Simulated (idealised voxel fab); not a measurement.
Documented hereafter: the process module known as voxel capacitor over wiring.
The cross-section on display is named cut; it measures 225 nm wide, and its cells are 5 nm squares.
A cross-section is a grid of square cells, given in bands from the top down. A band is one or more rows of cells. It is stipulated that each band's entry specify, in nanometres, the height of the top of the band and then that of its bottom, followed by the materials of the band in left-to-right sequence, each together with its width in nanometres. A single material marked by the word "edge to edge" is understood to fill the band from edge to edge; the word "air" is understood to denote empty space. Convention: height 0 is the level below which the wafer, as received, is all one material. The lowest band does not terminate at the bottom but continues downward, represented as "0 -> down". The two numbers in a width such as "30..40" mark its ends across the band: the first belongs to the top row of cells, the second to the bottom row, and from each row to the next the width moves by the same amount. Where a step carries "left unchanged", the cross-section came out of it unchanged, cell for cell. This entry, "Fully sealed voids", enumerates those empty regions of no fewer than 8 cells that possess no open connection to the top. Each region is reported in the form width x height at distance, the distance being taken from the left edge, with all three quantities expressed in nm. It should be noted that, on the line of a given step, the content following the step's settings is a remark produced by the simulator itself with respect to that step. overlay nm: mask right of planned place by this much (step with mask). Neg. = left.
## The planned process steps are enumerated hereunder
1) RECEIVE, material Si
2) CONFORMAL_DEP, material SiO2, thk nm 10
3) DIRECTIONAL_DEP, material TiN, thk nm 5
4) DIRECTIONAL_DEP, material Ru, thk nm 15
5) DIRECTIONAL_DEP, material aC, thk nm 10
6) PATTERN, tone cover, mask id METAL_1, material resist, width nm 30, pitch nm 80, thk nm 25, overlay nm 0
7) DIRECTIONAL_ETCH, etch materials aC, depth nm 10
8) STRIP, etch materials resist
9) DIRECTIONAL_ETCH, etch materials Ru, depth nm 15
10) DIRECTIONAL_ETCH, etch materials TiN, depth nm 5
11) STRIP, etch materials aC
12) CONFORMAL_DEP, material SiCN, thk nm 5
13) FILL_DEP, material lowk, thk nm 10
14) CMP, height nm 30
15) CONFORMAL_DEP, material SiCN, thk nm 5
16) DIRECTIONAL_DEP, material SiO2, thk nm 20
17) MASKED_ETCH, tone open, mask id PLUG_1, width nm 15, etch materials SiO2, depth nm 20, overlay nm 0
18) MASKED_ETCH, tone open, mask id PLUG_1, width nm 15, etch materials SiCN, depth nm 5, overlay nm 0
19) EPI, material Ru, thk nm 10
20) EPI, material Ru, thk nm 10
21) EPI, material Ru, thk nm 5
22) DIRECTIONAL_DEP, material TiN, thk nm 10
23) DIRECTIONAL_DEP, material Al2O3, thk nm 5
24) DIRECTIONAL_DEP, material TiN, thk nm 5
25) DIRECTIONAL_DEP, material aC, thk nm 10
26) PATTERN, tone cover, mask id UPPER_PLATE, material resist, width nm 55, thk nm 30, overlay nm 0
27) DIRECTIONAL_ETCH, etch materials aC, depth nm 10
28) STRIP, etch materials resist
29) DIRECTIONAL_ETCH, etch materials TiN, depth nm 5
30) DIRECTIONAL_ETCH, etch materials Al2O3, depth nm 5
31) STRIP, etch materials aC
32) PATTERN, tone cover, mask id LOWER_PLATE, material resist, width nm 65, thk nm 15, overlay nm 0
33) DIRECTIONAL_ETCH, etch materials TiN, depth nm 10
34) STRIP, etch materials resist
35) FILL_DEP, material SiO2, thk nm 20
36) CMP, height nm 90
37) PATTERN, tone open, mask id PLUG_2, material resist, width nm 15, thk nm 20, overlay nm 0
38) DIRECTIONAL_ETCH, etch materials SiO2, depth nm 15
39) STRIP, etch materials resist
40) CONFORMAL_DEP, material TiN, thk nm 5
41) FILL_DEP, material Cu, thk nm 10
42) CMP, height nm 90
43) CONFORMAL_DEP, material SiCN, thk nm 5
## Cross-section of the wafer at receipt, which is the condition after step 1
0 -> down  Si edge to edge
Fully sealed voids: none
## Sectioned view, first of two wafers, at the close of the module, processed as intended in the plan
95 -> 90  SiCN edge to edge
90 -> 80  80 nm SiO2 | 5 nm TiN | 5 nm Cu | 5 nm TiN | 130 nm SiO2
80 -> 70  80..70 nm SiO2 | 15..55 nm TiN | 130..100 nm SiO2
70 -> 65  70 nm SiO2 | 55 nm Al2O3 | 100 nm SiO2
65 -> 55  65 nm SiO2 | 65 nm TiN | 95 nm SiO2
55 -> 35  70 nm SiO2 | 15 nm Ru | 140 nm SiO2
35 -> 30  70 nm SiCN | 15 nm Ru | 140 nm SiCN
30 -> 15  50 nm lowk | 5 nm SiCN | 30 nm Ru | 5 nm SiCN | 40 nm lowk | 5 nm SiCN | 30 nm Ru | 5 nm SiCN | 55 nm lowk
15 -> 10  55 nm SiCN | 30 nm TiN | 50 nm SiCN | 30 nm TiN | 60 nm SiCN
10 -> 0  SiO2 edge to edge
0 -> down  Si edge to edge
Fully sealed voids: none
## Second wafer cross-section at end of module - shared start and plan with the first, one mistake in the run
95 -> 90  SiCN edge to edge
90 -> 80  80 nm SiO2 | 5 nm TiN | 5 nm Cu | 5 nm TiN | 130 nm SiO2
80 -> 70  80..70 nm SiO2 | 15..55 nm TiN | 130..100 nm SiO2
70 -> 65  70 nm SiO2 | 55 nm Al2O3 | 100 nm SiO2
65 -> 55  65 nm SiO2 | 65 nm TiN | 95 nm SiO2
55 -> 35  70 nm SiO2 | 15 nm Ru | 140 nm SiO2
35 -> 30  70 nm SiCN | 15 nm Ru | 140 nm SiCN
30 -> 25  55 nm SiCN | 30 nm TiN | 50 nm SiCN | 30 nm TiN | 60 nm SiCN
25 -> 10  Ru edge to edge
10 -> 0  SiO2 edge to edge
0 -> down  Si edge to edge
Fully sealed voids: none
Plan not followed: step 4 occupied the plan position of step 3, and the converse holds as well
Count the cells at the end and the second wafer has more or fewer of some materials than the first: Ru: 99 more, SiCN: 12 fewer, lowk: 87 fewer
